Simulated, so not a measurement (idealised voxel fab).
The process module presented herein is designated voxel wiring stack.
Cross-section cut: width 290 nm, square cells of 5 nm.
We lay out every cross-section as a grid of square cells and spell it out in bands from the top down, where one band means one or more rows of cells.
Look at the band entry: it leads with the top's height and the bottom's height in nm. Then it lists the materials left to right, with a width in nm for each. The word "full width" on a single material says that material fills the band edge to edge. The word "blank" is empty space.
Height datum 0, below which the as-received substrate wafer is one material. Lowest band open at the bottom, running downward: "from 0 down".
So if you see something like "30->40" for the width, read it as the top row of the band sitting at the first number and the bottom row at the second, with every row in between moving by the same amount as the last.
You'll sometimes find "no change occurred" written for a step, and that's the way of saying that nowhere in the cross-section did a cell change during that step.
Closed empty spaces (no open way to the top) of 8 cells or more are what "closed voids" lists, each as width x height at distance from the left edge, nm for all three.
That trailing text on a step's line, after the settings, is the simulator's own remark on the step.
overlay nm: step with mask; distance mask lay right of planned place; negative value = left of planned place.

[plan]
step 1: RECEIVE | material Si
step 2: CONFORMAL_DEP | material SiO2 | thk nm 10
step 3: CONFORMAL_DEP | material SiCN | thk nm 5
step 4: DIRECTIONAL_DEP | material SiO2 | thk nm 25
step 5: MASKED_ETCH | tone open | mask id METAL_1 | width nm 20 | pitch nm 45 | etch materials SiO2 | depth nm 25 | overlay nm 0
step 6: MASKED_ETCH | tone open | mask id METAL_1 | width nm 20 | pitch nm 45 | etch materials SiCN | depth nm 5 | overlay nm 0
step 7: CONFORMAL_DEP | material TiN | thk nm 5
step 8: FILL_DEP | material Cu | thk nm 5
step 9: CMP | height nm 40
step 10: CONFORMAL_DEP | material SiCN | thk nm 5
step 11: DIRECTIONAL_DEP | material SiO2 | thk nm 30
step 12: MASKED_ETCH | tone open | mask id METAL_2 | width nm 20 | pitch nm 45 | etch materials SiO2 | depth nm 15 | overlay nm 0
step 13: PATTERN | tone open | mask id METAL_2_HOLES | material resist | width nm 15 | thk nm 15 | overlay nm 0
step 14: DIRECTIONAL_ETCH | etch materials SiO2 | depth nm 15
step 15: DIRECTIONAL_ETCH | etch materials SiCN | depth nm 5
step 16: STRIP | etch materials resist
step 17: CONFORMAL_DEP | material TiN | thk nm 5
step 18: FILL_DEP | material Cu | thk nm 5
step 19: CMP | height nm 75
step 20: CONFORMAL_DEP | material SiCN | thk nm 5
step 21: DIRECTIONAL_DEP | material lowk | thk nm 30
step 22: PATTERN | tone open | mask id METAL_3_HOLES | material resist | width nm 15 | pitch nm 45 | thk nm 20 | overlay nm 0
step 23: DIRECTIONAL_ETCH | etch materials lowk | depth nm 30
step 24: STRIP | etch materials resist
step 25: MASKED_ETCH | tone open | mask id METAL_3 | width nm 20 | pitch nm 45 | etch materials lowk | depth nm 15 | overlay nm 0
step 26: MASKED_ETCH | tone open | mask id METAL_3 | width nm 20 | pitch nm 45 | etch materials SiCN | depth nm 5 | overlay nm 0
step 27: CONFORMAL_DEP | material TiN | thk nm 5
step 28: FILL_DEP | material Ru | thk nm 5
step 29: CMP | height nm 110
step 30: CONFORMAL_DEP | material SiCN | thk nm 5
step 31: DIRECTIONAL_DEP | material lowk | thk nm 35
step 32: DIRECTIONAL_DEP | material aC | thk nm 10
step 33: PATTERN | tone open | mask id METAL_4_HOLES | material resist | width nm 15 | thk nm 25 | overlay nm 0
step 34: DIRECTIONAL_ETCH | etch materials aC | depth nm 10
step 35: STRIP | etch materials resist
step 36: DIRECTIONAL_ETCH | etch materials lowk | depth nm 35
step 37: STRIP | etch materials aC
step 38: PATTERN | tone open | mask id METAL_4 | material resist | width nm 20 | pitch nm 45 | thk nm 15 | overlay nm 0
step 39: DIRECTIONAL_ETCH | etch materials lowk | depth nm 20
step 40: DIRECTIONAL_ETCH | etch materials SiCN | depth nm 5
step 41: STRIP | etch materials resist
step 42: CONFORMAL_DEP | material TiN | thk nm 5
step 43: FILL_DEP | material Cu | thk nm 10
step 44: CMP | height nm 150
step 45: CONFORMAL_DEP | material SiN | thk nm 5

[Wafer at receipt (post step 1), cross-section]
- from 0 down: Si full width
- closed voids: none

[Cross-sectional image of the first of two wafers at the end of the module, the run having proceeded as planned]
- from 155 to 150: SiN full width
- from 150 to 135: lowk (110); TiN (5); Cu (10); TiN (5); lowk (25); TiN (5); Cu (10); TiN (5); lowk (115)
- from 135 to 130: lowk (110); TiN (5); Cu (5); TiN (10); lowk (25); TiN (20); lowk (115)
- from 130 to 115: lowk (110); TiN (5); Cu (5); TiN (5); lowk (165)
- from 115 to 110: SiCN (110); TiN (15); SiCN (165)
- from 110 to 100: lowk (110); TiN (5); Ru (10); TiN (5); lowk (25); TiN (5); Ru (10); TiN (5); lowk (115)
- from 100 to 95: lowk (110); TiN (5); Ru (5); TiN (10); lowk (25); TiN (5); Ru (5); TiN (10); lowk (115)
- from 95 to 80: lowk (110); TiN (5); Ru (5); TiN (5); lowk (30); TiN (5); Ru (5); TiN (5); lowk (120)
- from 80 to 75: SiCN (110); TiN (15); SiCN (30); TiN (15); SiCN (120)
- from 75 to 65: SiO2 (110); TiN (5); Cu (10); TiN (5); SiO2 (25); TiN (5); Cu (10); TiN (5); SiO2 (115)
- from 65 to 60: SiO2 (110); TiN (5); Cu (5); TiN (10); SiO2 (25); TiN (20); SiO2 (115)
- from 60 to 45: SiO2 (110); TiN (5); Cu (5); TiN (5); SiO2 (165)
- from 45 to 40: SiCN (110); TiN (15); SiCN (165)
- from 40 to 15: SiO2 (110); TiN (5); Cu (10); TiN (5); SiO2 (25); TiN (5); Cu (10); TiN (5); SiO2 (115)
- from 15 to 10: SiCN (110); TiN (20); SiCN (25); TiN (20); SiCN (115)
- from 10 to 0: SiO2 full width
- from 0 down: Si full width
- closed voids: none

[This cross-section belongs to the second wafer of two at the end of the module; the start and the plan were shared with the first, and the run included one mistake]
- from 155 to 150: SiN full width
- from 150 to 135: lowk (110); TiN (5); Cu (10); TiN (5); lowk (25); TiN (5); Cu (10); TiN (5); lowk (115)
- from 135 to 130: lowk (110); TiN (5); Cu (5); TiN (10); lowk (25); TiN (20); lowk (115)
- from 130 to 115: lowk (110); TiN (5); Cu (5); TiN (5); lowk (165)
- from 115 to 110: SiCN (110); TiN (15); SiCN (165)
- from 110 to 105: SiCN (110); TiN (20); SiCN (25); TiN (20); SiCN (115)
- from 105 to 75: lowk full width
- from 75 to 65: SiO2 (110); TiN (5); Cu (10); TiN (5); SiO2 (25); TiN (5); Cu (10); TiN (5); SiO2 (115)
- from 65 to 60: SiO2 (110); TiN (5); Cu (5); TiN (10); SiO2 (25); TiN (20); SiO2 (115)
- from 60 to 45: SiO2 (110); TiN (5); Cu (5); TiN (5); SiO2 (165)
- from 45 to 40: SiCN (110); TiN (15); SiCN (165)
- from 40 to 15: SiO2 (110); TiN (5); Cu (10); TiN (5); SiO2 (25); TiN (5); Cu (10); TiN (5); SiO2 (115)
- from 15 to 10: SiCN (110); TiN (20); SiCN (25); TiN (20); SiCN (115)
- from 10 to 0: SiO2 full width
- from 0 down: Si full width
- closed voids: none
what went wrong: the run placed steps 20 and 21 each in the position the plan gave to the other
Looking at both finished wafers in cells, the second ends up ahead of or behind the first on some materials: Ru: 16 fewer, SiCN: 2 fewer, TiN: 24 fewer, lowk: 42 more
